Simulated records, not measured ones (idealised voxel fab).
Title: Process Module voxel double patterning
This is section cut - it's 260 nm across, gridded in 5 nm square cells.
We lay out every cross-section as a grid of square cells and spell it out in bands from the top down, where one band means one or more rows of cells. For a band, the entry starts with two heights in nm, that of the top and then that of the bottom, and carries on with the band's materials in order from left to right, each alongside its width in nm; the word "full width" beside a single material means it fills the band edge to edge, and "empty" means empty space. Counting heights begins at 0, where everything beneath is, in the wafer as received, one material. The lowest band has no bottom; it goes on downwards, as "top 0, no bottom" shows. Quick explanation for "30->40": the width changes in equal steps down the rows of cells, from the first number in the band's top row to the second number in its bottom row. Given "nothing altered" for a step, no cell of the cross-section differs between before and after that step. You'll see "Sealed cavities" listing empty spaces that have no way open to the top, as long as they're 8 cells or more; the notation is width x height at distance, where the distance is from the left edge, and all of it is in nm. The remark found on a step's line after its settings is issued by the simulator itself and pertains to that step. "overlay nm" on a masked step: distance the mask lay right of its planned place, negative for left.
### Process steps (planned)
1) RECEIVE with material Si
2) CONFORMAL_DEP with material SiO2, thk nm 5
3) DIRECTIONAL_DEP with material TiN, thk nm 15
4) DIRECTIONAL_DEP with material SiCN, thk nm 10
5) MASKED_ETCH with tone open, mask id FIRST, width nm 15, pitch nm 50, etch materials SiCN, depth nm 10, overlay nm 0
6) MASKED_ETCH with tone open, mask id SECOND, width nm 15, pitch nm 50, etch materials SiCN, depth nm 10, overlay nm 0
7) DIRECTIONAL_ETCH with etch materials TiN, depth nm 15
8) STRIP with etch materials SiCN
### as received, after step 1
    top 0, no bottom  Si full width
    Sealed cavities: none
### Wafer cross-section at module end: first of two, run to plan
    top 20, bottom 5  70 of TiN / 15 of empty / 10 of TiN / 15 of empty / 10 of TiN / 15 of empty / 10 of TiN / 15 of empty / 10 of TiN / 15 of empty / 75 of TiN
    top 5, bottom 0  SiO2 full width
    top 0, no bottom  Si full width
    Sealed cavities: none
### What the second wafer looks like in cross-section once the module is done. Its start and its plan matched the first wafer's exactly; what differed was one mistake in how it was run
    top 20, bottom 0  SiO2 full width
    top 0, no bottom  Si full width
    Sealed cavities: none
So what did we get wrong on this run? step 3 was not run as planned; what actually ran was DIRECTIONAL_DEP with material SiO2, thk nm 15
Looking at both finished wafers in cells, the second ends up ahead of or behind the first on some materials: +156 SiO2; -111 TiN
